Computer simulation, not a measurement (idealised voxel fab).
Module name: voxel transistor to metal (process module)
The width of the displayed cross-section, cut, is 150 nm; its cells are square, with a size of 5 nm.
Format of a cross-section: grid, square cells. Given as bands. Order: top down. Band: one or more rows of cells. Read a band's entry like this: the first values are the height of its top and the height of its bottom in nm, and what follows is the sequence of materials from left to right, each with its width in nm. Note that "air" is empty space, and that a single material marked "all across" reaches across the band from edge to edge. Ref level 0: as-received wafer is one material below here. Bottom band extends down with no lower bound ("0 down"). So if you see something like "30->40" for the width, read it as the top row of the band sitting at the first number and the bottom row at the second, with every row in between moving by the same amount as the last. For the purposes of this document, the phrase "no alterations made" attached to a step denotes that no cell within the cross-section was modified by that step. "Closed internal cavities" means: voids of 8 cells or more that are shut off from the top with no open way through. Written width x height at distance, distance from the left edge, in nm. Formally, on a step line, whatever follows the settings is a remark that the simulator itself makes on the step. The optional step-line setting "overlay nm" applies to steps with a mask and quantifies how far to the right of its planned location the mask lay, a negative value indicating leftward placement.
Steps in the process plan
1,RECEIVE [material Si]
2,OXIDIZE [depth nm 5]
3,CONFORMAL_DEP [material SiN] [thk nm 15]
4,DIRECTIONAL_DEP [material aC] [thk nm 15]
5,PATTERN [tone cover] [mask id ACTIVE] [material resist] [width nm 110] [thk nm 30] [overlay nm 0]
6,DIRECTIONAL_ETCH [etch materials aC] [depth nm 15]
7,STRIP [etch materials resist]
8,DIRECTIONAL_ETCH [etch materials SiN] [depth nm 15]
9,DIRECTIONAL_ETCH [etch materials SiO2] [depth nm 5]
10,DIRECTIONAL_ETCH [etch materials Si] [depth nm 20]
11,STRIP [etch materials aC]
12,OXIDIZE [depth nm 5]
13,FILL_DEP [material SiO2] [thk nm 10]
14,CMP [height nm 15]
15,SELECTIVE_ETCH [etch materials SiO2] [depth nm 5]
16,STRIP [etch materials SiN]
17,SELECTIVE_ETCH [etch materials SiO2] [depth nm 5]
18,OXIDIZE [depth nm 5]
19,DIRECTIONAL_DEP [material polySi] [thk nm 20]
20,DIRECTIONAL_DEP [material SiCN] [thk nm 10]
21,DIRECTIONAL_DEP [material aC] [thk nm 15]
22,PATTERN [tone cover] [mask id GATE] [material resist] [width nm 30] [thk nm 35] [overlay nm 0]
23,DIRECTIONAL_ETCH [etch materials aC] [depth nm 15]
24,STRIP [etch materials resist]
25,DIRECTIONAL_ETCH [etch materials SiCN] [depth nm 20]
26,DIRECTIONAL_ETCH [etch materials polySi] [depth nm 30]
27,STRIP [etch materials aC]
28,CONFORMAL_DEP [material SiO2] [thk nm 5]
29,DIRECTIONAL_ETCH [etch materials SiO2] [depth nm 5]
30,CONFORMAL_DEP [material SiN] [thk nm 5]
31,DIRECTIONAL_ETCH [etch materials SiN] [depth nm 5]
32,DIRECTIONAL_ETCH [etch materials SiO2] [depth nm 5]
33,DIRECTIONAL_ETCH [etch materials Si] [depth nm 15]
34,EPI [material SiGe] [thk nm 15]
35,FILL_DEP [material SiO2] [thk nm 5]
36,CMP [height nm 15]
37,STRIP [etch materials polySi]
38,SELECTIVE_ETCH [etch materials SiO2] [depth nm 5]
39,CONFORMAL_DEP [material HfO2] [thk nm 5]
40,CONFORMAL_DEP [material TiN] [thk nm 5]
41,FILL_DEP [material W] [thk nm 5]
42,CMP [height nm 10]
43,DIRECTIONAL_DEP [material SiO2] [thk nm 15]
44,PATTERN [tone open] [mask id CONTACT] [material resist] [width nm 15] [pitch nm 85] [thk nm 20] [overlay nm 0]
45,DIRECTIONAL_ETCH [etch materials SiO2] [depth nm 35]
46,STRIP [etch materials resist]
47,CONFORMAL_DEP [material TiN] [thk nm 5]
48,FILL_DEP [material W] [thk nm 10]
49,CMP [height nm 25]
50,CONFORMAL_DEP [material SiN] [thk nm 5]
51,DIRECTIONAL_DEP [material SiO2] [thk nm 25]
52,PATTERN [tone open] [mask id METAL_1] [material resist] [width nm 15] [pitch nm 85] [thk nm 15] [overlay nm 0]
53,DIRECTIONAL_ETCH [etch materials SiO2] [depth nm 25]
54,DIRECTIONAL_ETCH [etch materials SiN] [depth nm 5]
55,STRIP [etch materials resist]
56,CONFORMAL_DEP [material TiN] [thk nm 5]
57,FILL_DEP [material Cu] [thk nm 10]
58,CMP [height nm 55]
59,EPI [material Ru] [thk nm 5]
60,FILL_DEP [material SiCN] [thk nm 5]
61,DIRECTIONAL_DEP [material lowk] [thk nm 35]
62,DIRECTIONAL_DEP [material aC] [thk nm 10]
63,PATTERN [tone open] [mask id METAL_2] [material resist] [width nm 15] [pitch nm 85] [thk nm 25] [overlay nm 0]
64,DIRECTIONAL_ETCH [etch materials aC] [depth nm 10]
65,STRIP [etch materials resist]
66,DIRECTIONAL_ETCH [etch materials lowk] [depth nm 20]
67,STRIP [etch materials aC]
68,DIRECTIONAL_DEP [material aC] [thk nm 15]
69,PATTERN [tone open] [mask id METAL_2_HOLES] [material resist] [width nm 15] [pitch nm 85] [thk nm 35] [overlay nm 0]
70,DIRECTIONAL_ETCH [etch materials aC] [depth nm 15]
71,STRIP [etch materials resist]
72,DIRECTIONAL_ETCH [etch materials lowk] [depth nm 15]
73,DIRECTIONAL_ETCH [etch materials SiCN] [depth nm 5]
74,STRIP [etch materials aC]
75,CONFORMAL_DEP [material TiN] [thk nm 5]
76,FILL_DEP [material Cu] [thk nm 5]
77,CMP [height nm 100]
78,CONFORMAL_DEP [material SiCN] [thk nm 5]
The cross-section here shows the wafer as received, i.e. in its state after step 1
- 0 down  Si all across
- Closed internal cavities: none
First of two wafers at the end of the module, shown in cross-section; run carried out as planned
- 105 to 100  SiCN all across
- 100 to 65  lowk: 25 / TiN: 5 / Cu: 5 / TiN: 5 / lowk: 70 / TiN: 5 / Cu: 5 / TiN: 5 / lowk: 25
- 65 to 60  SiCN: 25 / TiN: 15 / SiCN: 70 / TiN: 15 / SiCN: 25
- 60 to 55  SiCN: 20 / Ru: 25 / SiCN: 60 / Ru: 25 / SiCN: 20
- 55 to 30  SiO2: 25 / TiN: 5 / Cu: 5 / TiN: 5 / SiO2: 70 / TiN: 5 / Cu: 5 / TiN: 5 / SiO2: 25
- 30 to 25  SiN: 25 / TiN: 15 / SiN: 70 / TiN: 15 / SiN: 25
- 25 to 10  SiO2: 25 / TiN: 5 / W: 5 / TiN: 5 / SiO2: 70 / TiN: 5 / W: 5 / TiN: 5 / SiO2: 25
- 10 to 5  SiO2: 25 / TiN: 15 / SiO2: 10 / SiN: 5 / HfO2: 5 / TiN: 5 / W: 20 / TiN: 5 / HfO2: 5 / SiN: 5 / SiO2: 10 / TiN: 15 / SiO2: 25
- 5 to 0  SiO2: 20 / SiN: 5 / TiN: 10 / SiGe: 15 / SiN: 5 / HfO2: 5 / TiN: 5 / W: 20 / TiN: 5 / HfO2: 5 / SiN: 5 / SiGe: 15 / TiN: 10 / SiN: 5 / SiO2: 20
- 0 to -5  SiO2: 20 / SiN: 5 / TiN: 10 / SiGe: 15 / SiN: 5 / HfO2: 5 / TiN: 30 / HfO2: 5 / SiN: 5 / SiGe: 15 / TiN: 10 / SiN: 5 / SiO2: 20
- -5 to -10  SiO2: 25 / TiN: 10 / SiGe: 15 / SiO2: 5 / HfO2: 40 / SiO2: 5 / SiGe: 15 / TiN: 10 / SiO2: 25
- -10 to -25  SiO2: 25 / SiGe: 25 / Si: 50 / SiGe: 25 / SiO2: 25
- -25 to -30  SiO2: 25 / Si: 100 / SiO2: 25
- -30 down  Si all across
- Closed internal cavities: none
End-of-module cross-section of the second wafer: identical starting point and process plan to the first, with one processing mistake
- 105 to 100  SiCN all across
- 100 to 65  lowk: 25 / TiN: 5 / Cu: 5 / TiN: 5 / lowk: 70 / TiN: 5 / Cu: 5 / TiN: 5 / lowk: 25
- 65 to 60  SiCN: 25 / TiN: 15 / SiCN: 70 / TiN: 15 / SiCN: 25
- 60 to 55  SiCN: 20 / Ru: 25 / SiCN: 60 / Ru: 25 / SiCN: 20
- 55 to 30  SiO2: 25 / TiN: 5 / Cu: 5 / TiN: 5 / SiO2: 70 / TiN: 5 / Cu: 5 / TiN: 5 / SiO2: 25
- 30 to 25  SiN: 25 / TiN: 15 / SiN: 70 / TiN: 15 / SiN: 25
- 25 to 10  SiO2: 25 / TiN: 5 / W: 5 / TiN: 5 / SiO2: 70 / TiN: 5 / W: 5 / TiN: 5 / SiO2: 25
- 10 to 5  SiO2: 25 / TiN: 5 / W: 5 / TiN: 5 / SiO2: 15 / HfO2: 5 / TiN: 5 / W: 20 / TiN: 5 / HfO2: 5 / SiO2: 15 / TiN: 5 / W: 5 / TiN: 5 / SiO2: 25
- 5 to 0  SiO2: 25 / TiN: 5 / W: 5 / TiN: 5 / SiGe: 15 / HfO2: 5 / TiN: 5 / W: 20 / TiN: 5 / HfO2: 5 / SiGe: 15 / TiN: 5 / W: 5 / TiN: 5 / SiO2: 25
- 0 to -5  SiO2: 25 / TiN: 5 / W: 5 / TiN: 5 / SiGe: 15 / HfO2: 5 / TiN: 30 / HfO2: 5 / SiGe: 15 / TiN: 5 / W: 5 / TiN: 5 / SiO2: 25
- -5 to -10  SiO2: 25 / TiN: 15 / SiGe: 15 / HfO2: 40 / SiGe: 15 / TiN: 15 / SiO2: 25
- -10 to -25  SiO2: 25 / SiGe: 30 / Si: 40 / SiGe: 30 / SiO2: 25
- -25 to -30  SiO2: 25 / Si: 100 / SiO2: 25
- -30 down  Si all across
- Closed internal cavities: none
Which mistake was made when the wafer was run? skipped: plan step 30 (never run)
at the end the second wafer has, in cells: Si -6, SiGe +6, SiN -10, SiO2 +4, W +6
